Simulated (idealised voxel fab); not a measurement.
process module | voxel self aligned vias
Section cut is 300 nm wide and gridded with 5 nm square cells.
We lay out every cross-section as a grid of square cells and spell it out in bands from the top down, where one band means one or more rows of cells. Top, bottom (nm), then materials left to right with widths (nm); lone material tagged "everywhere" fills the whole band edge to edge; "empty" = empty space. Convention: height 0 is the level below which the wafer, as received, is all one material. The lowest band does not terminate at the bottom but continues downward, represented as "top 0, no bottom". So if you see something like "30->40" for the width, read it as the top row of the band sitting at the first number and the bottom row at the second, with every row in between moving by the same amount as the last. "remained the same", as given for a step, is the statement that not any cell of the cross-section underwent a change during that step. So "Enclosed empty spaces" is basically the list of trapped voids: any empty space of 8 cells or more that can't reach the top through an opening. They're written width x height at distance, the distance being from the left edge, and it's all nm. Whatever follows a step's settings on its line is a remark the simulator itself makes about that step. "overlay nm" on a masked step: distance the mask lay right of its planned place, negative for left.

[These are the steps we planned for the process]
step 1: RECEIVE: material Si
step 2: CONFORMAL_DEP: material SiO2, thk nm 15
step 3: CONFORMAL_DEP: material SiCN, thk nm 5
step 4: DIRECTIONAL_DEP: material SiO2, thk nm 30
step 5: MASKED_ETCH: tone open, mask id LINES, width nm 30, pitch nm 55, etch materials SiO2, depth nm 30, overlay nm 0
step 6: CONFORMAL_DEP: material TiN, thk nm 5
step 7: FILL_DEP: material Ru, thk nm 10
step 8: CMP: height nm 50
step 9: SELECTIVE_ETCH: etch materials W Ru TiN, depth nm 10
step 10: FILL_DEP: material SiN, thk nm 5
step 11: CMP: height nm 50
step 12: DIRECTIONAL_DEP: material SiO2, thk nm 15
step 13: PATTERN: tone open, mask id VIAS, material resist, width nm 40, pitch nm 110, thk nm 20, overlay nm 0
step 14: DIRECTIONAL_ETCH: etch materials SiO2, depth nm 15
step 15: DIRECTIONAL_ETCH: etch materials SiN, depth nm 10
step 16: STRIP: etch materials resist
step 17: CONFORMAL_DEP: material TiN, thk nm 5
step 18: FILL_DEP: material Cu, thk nm 5
step 19: CMP: height nm 65
step 20: CONFORMAL_DEP: material SiN, thk nm 5

[Of two wafers, the first: run according to plan]

[As-received wafer cross-section (after step 1)]
- top 0, no bottom | Si everywhere
- Enclosed empty spaces: none

[Cross-section of the wafer after step 2]
- top 15, bottom 0 | SiO2 everywhere
- below 0: unchanged

[Cross-section of the wafer after step 3]
- top 20, bottom 15 | SiCN everywhere
- below 15: unchanged

[Cross-section of the wafer after step 4]
- top 50, bottom 20 | SiO2 everywhere
- below 20: unchanged

[Cross-section of the wafer after step 5]
- top 50, bottom 20 | SiO2: 80 | empty: 30 | SiO2: 25 | empty: 30 | SiO2: 25 | empty: 30 | SiO2: 80
- below 20: unchanged

[Cross-section of the wafer after step 6]
- top 55, bottom 50 | TiN: 85 | empty: 20 | TiN: 35 | empty: 20 | TiN: 35 | empty: 20 | TiN: 85
- top 50, bottom 25 | SiO2: 80 | TiN: 5 | empty: 20 | TiN: 5 | SiO2: 25 | TiN: 5 | empty: 20 | TiN: 5 | SiO2: 25 | TiN: 5 | empty: 20 | TiN: 5 | SiO2: 80
- top 25, bottom 20 | SiO2: 80 | TiN: 30 | SiO2: 25 | TiN: 30 | SiO2: 25 | TiN: 30 | SiO2: 80
- below 20: unchanged

[Cross-section of the wafer after step 7]
- top 65, bottom 55 | Ru everywhere
- top 55, bottom 50 | TiN: 85 | Ru: 20 | TiN: 35 | Ru: 20 | TiN: 35 | Ru: 20 | TiN: 85
- top 50, bottom 25 | SiO2: 80 | TiN: 5 | Ru: 20 | TiN: 5 | SiO2: 25 | TiN: 5 | Ru: 20 | TiN: 5 | SiO2: 25 | TiN: 5 | Ru: 20 | TiN: 5 | SiO2: 80
- below 25: unchanged

[Cross-section of the wafer after step 8]
- top 50, bottom 25 | SiO2: 80 | TiN: 5 | Ru: 20 | TiN: 5 | SiO2: 25 | TiN: 5 | Ru: 20 | TiN: 5 | SiO2: 25 | TiN: 5 | Ru: 20 | TiN: 5 | SiO2: 80
- below 25: unchanged

[Cross-section of the wafer after step 9]
- top 50, bottom 40 | SiO2: 80 | empty: 30 | SiO2: 25 | empty: 30 | SiO2: 25 | empty: 30 | SiO2: 80
- below 40: unchanged

[Cross-section of the wafer after step 10]
- top 55, bottom 50 | SiN everywhere
- top 50, bottom 40 | SiO2: 80 | SiN: 30 | SiO2: 25 | SiN: 30 | SiO2: 25 | SiN: 30 | SiO2: 80
- below 40: unchanged

[Cross-section of the wafer after step 11]
- top 50, bottom 40 | SiO2: 80 | SiN: 30 | SiO2: 25 | SiN: 30 | SiO2: 25 | SiN: 30 | SiO2: 80
- below 40: unchanged

[Cross-section of the wafer after step 12]
- top 65, bottom 50 | SiO2 everywhere
- below 50: unchanged

[Cross-section of the wafer after step 13]
- top 85, bottom 65 | resist: 75 | empty: 40 | resist: 70 | empty: 40 | resist: 75
- below 65: unchanged

[Cross-section of the wafer after step 14]
- top 85, bottom 65 | resist: 75 | empty: 40 | resist: 70 | empty: 40 | resist: 75
- top 65, bottom 50 | SiO2: 75 | empty: 40 | SiO2: 70 | empty: 40 | SiO2: 75
- below 50: unchanged

[Cross-section of the wafer after step 15]
- top 85, bottom 65 | resist: 75 | empty: 40 | resist: 70 | empty: 40 | resist: 75
- top 65, bottom 50 | SiO2: 75 | empty: 40 | SiO2: 70 | empty: 40 | SiO2: 75
- top 50, bottom 40 | SiO2: 80 | empty: 30 | SiO2: 25 | SiN: 30 | SiO2: 25 | empty: 30 | SiO2: 80
- below 40: unchanged

[Cross-section of the wafer after step 16]
- top 65, bottom 50 | SiO2: 75 | empty: 40 | SiO2: 70 | empty: 40 | SiO2: 75
- below 50: unchanged

[Cross-section of the wafer after step 17]
- top 70, bottom 65 | TiN: 80 | empty: 30 | TiN: 80 | empty: 30 | TiN: 80
- top 65, bottom 55 | SiO2: 75 | TiN: 5 | empty: 30 | TiN: 5 | SiO2: 70 | TiN: 5 | empty: 30 | TiN: 5 | SiO2: 75
- top 55, bottom 50 | SiO2: 75 | TiN: 10 | empty: 20 | TiN: 10 | SiO2: 70 | TiN: 10 | empty: 20 | TiN: 10 | SiO2: 75
- top 50, bottom 45 | SiO2: 80 | TiN: 5 | empty: 20 | TiN: 5 | SiO2: 25 | SiN: 30 | SiO2: 25 | TiN: 5 | empty: 20 | TiN: 5 | SiO2: 80
- top 45, bottom 40 | SiO2: 80 | TiN: 30 | SiO2: 25 | SiN: 30 | SiO2: 25 | TiN: 30 | SiO2: 80
- below 40: unchanged

[Cross-section of the wafer after step 18]
- top 75, bottom 70 | Cu everywhere
- top 70, bottom 65 | TiN: 80 | Cu: 30 | TiN: 80 | Cu: 30 | TiN: 80
- top 65, bottom 55 | SiO2: 75 | TiN: 5 | Cu: 30 | TiN: 5 | SiO2: 70 | TiN: 5 | Cu: 30 | TiN: 5 | SiO2: 75
- top 55, bottom 50 | SiO2: 75 | TiN: 10 | Cu: 20 | TiN: 10 | SiO2: 70 | TiN: 10 | Cu: 20 | TiN: 10 | SiO2: 75
- top 50, bottom 45 | SiO2: 80 | TiN: 5 | Cu: 20 | TiN: 5 | SiO2: 25 | SiN: 30 | SiO2: 25 | TiN: 5 | Cu: 20 | TiN: 5 | SiO2: 80
- below 45: unchanged

[Cross-section of the wafer after step 19]
- top 65, bottom 55 | SiO2: 75 | TiN: 5 | Cu: 30 | TiN: 5 | SiO2: 70 | TiN: 5 | Cu: 30 | TiN: 5 | SiO2: 75
- below 55: unchanged

[Cross-section of the wafer after step 20]
- top 70, bottom 65 | SiN everywhere
- below 65: unchanged

[Second wafer, same starting conditions and recipe as the first, one mistake in executing it, nothing differs from the first up to and including step 4]

[X-section, second wafer, when step 5 was due to finish]
- top 50, bottom 20 | empty: 80 | SiO2: 30 | empty: 25 | SiO2: 30 | empty: 25 | SiO2: 30 | empty: 80
- below 20: unchanged

[X-section, second wafer, when step 6 was due to finish]
- top 55, bottom 50 | empty: 75 | TiN: 40 | empty: 15 | TiN: 40 | empty: 15 | TiN: 40 | empty: 75
- top 50, bottom 25 | empty: 75 | TiN: 5 | SiO2: 30 | TiN: 5 | empty: 15 | TiN: 5 | SiO2: 30 | TiN: 5 | empty: 15 | TiN: 5 | SiO2: 30 | TiN: 5 | empty: 75
- top 25, bottom 20 | TiN: 80 | SiO2: 30 | TiN: 25 | SiO2: 30 | TiN: 25 | SiO2: 30 | TiN: 80
- below 20: unchanged

[X-section, second wafer, when step 7 was due to finish]
- top 65, bottom 55 | Ru everywhere
- top 55, bottom 50 | Ru: 75 | TiN: 40 | Ru: 15 | TiN: 40 | Ru: 15 | TiN: 40 | Ru: 75
- top 50, bottom 25 | Ru: 75 | TiN: 5 | SiO2: 30 | TiN: 5 | Ru: 15 | TiN: 5 | SiO2: 30 | TiN: 5 | Ru: 15 | TiN: 5 | SiO2: 30 | TiN: 5 | Ru: 75
- below 25: unchanged

[X-section, second wafer, when step 8 was due to finish]
- top 50, bottom 25 | Ru: 75 | TiN: 5 | SiO2: 30 | TiN: 5 | Ru: 15 | TiN: 5 | SiO2: 30 | TiN: 5 | Ru: 15 | TiN: 5 | SiO2: 30 | TiN: 5 | Ru: 75
- below 25: unchanged

[X-section, second wafer, when step 9 was due to finish]
- top 50, bottom 40 | empty: 80 | SiO2: 30 | empty: 25 | SiO2: 30 | empty: 25 | SiO2: 30 | empty: 80
- below 40: unchanged

[X-section, second wafer, when step 10 was due to finish]
- top 55, bottom 50 | SiN everywhere
- top 50, bottom 40 | SiN: 80 | SiO2: 30 | SiN: 25 | SiO2: 30 | SiN: 25 | SiO2: 30 | SiN: 80
- below 40: unchanged

[X-section, second wafer, when step 11 was due to finish]
- top 50, bottom 40 | SiN: 80 | SiO2: 30 | SiN: 25 | SiO2: 30 | SiN: 25 | SiO2: 30 | SiN: 80
- below 40: unchanged

[X-section, second wafer, when step 12 was due to finish]
- top 65, bottom 50 | SiO2 everywhere
- below 50: unchanged

[X-section, second wafer, when step 13 was due to finish]
- top 85, bottom 65 | resist: 75 | empty: 40 | resist: 70 | empty: 40 | resist: 75
- below 65: unchanged

[X-section, second wafer, when step 14 was due to finish]
- top 85, bottom 65 | resist: 75 | empty: 40 | resist: 70 | empty: 40 | resist: 75
- top 65, bottom 50 | SiO2: 75 | empty: 40 | SiO2: 70 | empty: 40 | SiO2: 75
- below 50: unchanged

[X-section, second wafer, when step 15 was due to finish]
- top 85, bottom 65 | resist: 75 | empty: 40 | resist: 70 | empty: 40 | resist: 75
- top 65, bottom 50 | SiO2: 75 | empty: 40 | SiO2: 70 | empty: 40 | SiO2: 75
- top 50, bottom 40 | SiN: 75 | empty: 5 | SiO2: 30 | empty: 5 | SiN: 20 | SiO2: 30 | SiN: 20 | empty: 5 | SiO2: 30 | empty: 5 | SiN: 75
- below 40: unchanged

[X-section, second wafer, when step 16 was due to finish]
- top 65, bottom 50 | SiO2: 75 | empty: 40 | SiO2: 70 | empty: 40 | SiO2: 75
- below 50: unchanged

[X-section, second wafer, when step 17 was due to finish]
- top 70, bottom 65 | TiN: 80 | empty: 30 | TiN: 80 | empty: 30 | TiN: 80
- top 65, bottom 55 | SiO2: 75 | TiN: 5 | empty: 30 | TiN: 5 | SiO2: 70 | TiN: 5 | empty: 30 | TiN: 5 | SiO2: 75
- top 55, bottom 50 | SiO2: 75 | TiN: 40 | SiO2: 70 | TiN: 40 | SiO2: 75
- top 50, bottom 40 | SiN: 75 | TiN: 5 | SiO2: 30 | TiN: 5 | SiN: 20 | SiO2: 30 | SiN: 20 | TiN: 5 | SiO2: 30 | TiN: 5 | SiN: 75
- below 40: unchanged

[X-section, second wafer, when step 18 was due to finish]
- top 75, bottom 70 | Cu everywhere
- top 70, bottom 65 | TiN: 80 | Cu: 30 | TiN: 80 | Cu: 30 | TiN: 80
- top 65, bottom 55 | SiO2: 75 | TiN: 5 | Cu: 30 | TiN: 5 | SiO2: 70 | TiN: 5 | Cu: 30 | TiN: 5 | SiO2: 75
- below 55: unchanged

[X-section, second wafer, when step 19 was due to finish]
- top 65, bottom 55 | SiO2: 75 | TiN: 5 | Cu: 30 | TiN: 5 | SiO2: 70 | TiN: 5 | Cu: 30 | TiN: 5 | SiO2: 75
- below 55: unchanged

[X-section, second wafer, when step 20 was due to finish]
- top 70, bottom 65 | SiN everywhere
- below 65: unchanged
Where did the run depart from the plan? step 5 went in with a setting other than planned; the actual run was MASKED_ETCH: tone cover, mask id LINES, width nm 30, pitch nm 55, etch materials SiO2, depth nm 30, overlay nm 0
Count the cells at the end and the second wafer has more or fewer of some materials than the first: 16 fewer of Cu | 72 more of Ru | 64 more of SiN | 144 fewer of SiO2 | 24 more of TiN
